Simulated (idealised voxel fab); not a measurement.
The name of this process module is voxel fin reveal.
Cross-section cut: width 275 nm, square cells of 5 nm.
Bands, listed from the top down, are how a cross-section gets written in this document; the cross-section itself is a grid of square cells, and a band is one or more rows of them. A band entry consists of two parts. The first gives the height of the band's top and the height of its bottom, in nm. The rest lists the band's materials from left to right, each with its width in nm. A single material labelled with the word "throughout" fills the band from edge to edge, and the word "empty" marks empty space. Measure heights from 0. That's the level where, below it, the as-received wafer is all one material. The lowest band is bottomless and extends downward; write it as in "top 0, no bottom". You'd read "30..40" like this: the band's top row of cells is as wide as the first number, its bottom row is as wide as the second, and going down, every row changes width by the same amount as the row before did. "nothing altered" for a step: no cell of the cross-section changed in that step. Under "Voids lacking openings" you'll find the enclosed gaps, the ones with no way out to the top, that are 8 cells or bigger; each reads width x height at distance, with distance counted from the left edge, everything in nm. after a step's settings: what the simulator itself notes on the step. The line of a step may include "overlay nm". On a step with a mask, this value is how far to the right of its planned place the mask lay. A negative value means the mask lay to the left.

The process steps that were planned are listed below:
| 1 | op RECEIVE | material Si |
| 2 | op CONFORMAL_DEP | material SiN | thk nm 5 |
| 3 | op PATTERN | tone cover | mask id FINS | material resist | width nm 15 | pitch nm 35 | thk nm 20 | overlay nm 0 |
| 4 | op DIRECTIONAL_ETCH | etch materials SiN | depth nm 5 |
| 5 | op DIRECTIONAL_ETCH | etch materials Si | depth nm 30 |
| 6 | op STRIP | etch materials resist |
| 7 | op FILL_DEP | material SiO2 | thk nm 5 |
| 8 | op CMP | height nm 5 |
| 9 | op SELECTIVE_ETCH | etch materials SiO2 | depth nm 15 |
| 10 | op STRIP | etch materials SiN |

The first of a set of two wafers, run to plan:

Wafer as received: cross-section following step 1:
    top 0, no bottom = Si throughout
    Voids lacking openings: none

After step 2, in cross-section:
    top 5, bottom 0 = SiN throughout
    Below 0, the layers are the same as they were.

After step 3, in cross-section:
    top 25, bottom 5 = empty (95), resist (15), empty (20), resist (15), empty (20), resist (15), empty (95)
    Below 5, the layers are the same as they were.

After step 4, in cross-section:
    top 25, bottom 5 = empty (95), resist (15), empty (20), resist (15), empty (20), resist (15), empty (95)
    top 5, bottom 0 = empty (95), SiN (15), empty (20), SiN (15), empty (20), SiN (15), empty (95)
    Below 0, the layers are the same as they were.

After step 5, in cross-section:
    top 25, bottom 5 = empty (95), resist (15), empty (20), resist (15), empty (20), resist (15), empty (95)
    top 5, bottom 0 = empty (95), SiN (15), empty (20), SiN (15), empty (20), SiN (15), empty (95)
    top 0, bottom -30 = empty (95), Si (15), empty (20), Si (15), empty (20), Si (15), empty (95)
    Below -30, the layers are the same as they were.

After step 6, in cross-section:
    top 5, bottom 0 = empty (95), SiN (15), empty (20), SiN (15), empty (20), SiN (15), empty (95)
    Below 0, the layers are the same as they were.

After step 7, in cross-section:
    top 10, bottom 5 = SiO2 throughout
    top 5, bottom 0 = SiO2 (95), SiN (15), SiO2 (20), SiN (15), SiO2 (20), SiN (15), SiO2 (95)
    top 0, bottom -30 = SiO2 (95), Si (15), SiO2 (20), Si (15), SiO2 (20), Si (15), SiO2 (95)
    Below -30, the layers are the same as they were.

After step 8, in cross-section:
    top 5, bottom 0 = SiO2 (95), SiN (15), SiO2 (20), SiN (15), SiO2 (20), SiN (15), SiO2 (95)
    Below 0, the layers are the same as they were.

After step 9, in cross-section:
    top 5, bottom 0 = empty (95), SiN (15), empty (20), SiN (15), empty (20), SiN (15), empty (95)
    top 0, bottom -10 = empty (95), Si (15), empty (20), Si (15), empty (20), Si (15), empty (95)
    Below -10, the layers are the same as they were.

After step 10, in cross-section:
    top 0, bottom -10 = empty (95), Si (15), empty (20), Si (15), empty (20), Si (15), empty (95)
    Below -10, the layers are the same as they were.

The second wafer began exactly as the first did and followed the same plan, but one mistake was made while running it; through step 2 inclusive, the two wafers are identical:

Second wafer, cross-section, planned end of step 3:
    top 25, bottom 5 = empty (95), resist (20), empty (15), resist (20), empty (15), resist (20), empty (90)
    Below 5, the layers are the same as they were.

Second wafer, cross-section, planned end of step 4:
    top 25, bottom 5 = empty (95), resist (20), empty (15), resist (20), empty (15), resist (20), empty (90)
    top 5, bottom 0 = empty (95), SiN (20), empty (15), SiN (20), empty (15), SiN (20), empty (90)
    Below 0, the layers are the same as they were.

Second wafer, cross-section, planned end of step 5:
    top 25, bottom 5 = empty (95), resist (20), empty (15), resist (20), empty (15), resist (20), empty (90)
    top 5, bottom 0 = empty (95), SiN (20), empty (15), SiN (20), empty (15), SiN (20), empty (90)
    top 0, bottom -30 = empty (95), Si (20), empty (15), Si (20), empty (15), Si (20), empty (90)
    Below -30, the layers are the same as they were.

Second wafer, cross-section, planned end of step 6:
    top 5, bottom 0 = empty (95), SiN (20), empty (15), SiN (20), empty (15), SiN (20), empty (90)
    Below 0, the layers are the same as they were.

Second wafer, cross-section, planned end of step 7:
    top 10, bottom 5 = SiO2 throughout
    top 5, bottom 0 = SiO2 (95), SiN (20), SiO2 (15), SiN (20), SiO2 (15), SiN (20), SiO2 (90)
    top 0, bottom -30 = SiO2 (95), Si (20), SiO2 (15), Si (20), SiO2 (15), Si (20), SiO2 (90)
    Below -30, the layers are the same as they were.

Second wafer, cross-section, planned end of step 8:
    top 5, bottom 0 = SiO2 (95), SiN (20), SiO2 (15), SiN (20), SiO2 (15), SiN (20), SiO2 (90)
    Below 0, the layers are the same as they were.

Second wafer, cross-section, planned end of step 9:
    top 5, bottom 0 = empty (95), SiN (20), empty (15), SiN (20), empty (15), SiN (20), empty (90)
    top 0, bottom -10 = empty (95), Si (20), empty (15), Si (20), empty (15), Si (20), empty (90)
    Below -10, the layers are the same as they were.

Second wafer, cross-section, planned end of step 10:
    top 0, bottom -10 = empty (95), Si (20), empty (15), Si (20), empty (15), Si (20), empty (90)
    Below -10, the layers are the same as they were.
What went wrong in running the wafer? note that step 3 departed from the planned setting and was carried out as op PATTERN | tone cover | mask id FINS | material resist | width nm 20 | pitch nm 35 | thk nm 20 | overlay nm 0
Materials where the second wafer ends with more or fewer cells than the first: 18 more of Si; 12 fewer of SiO2
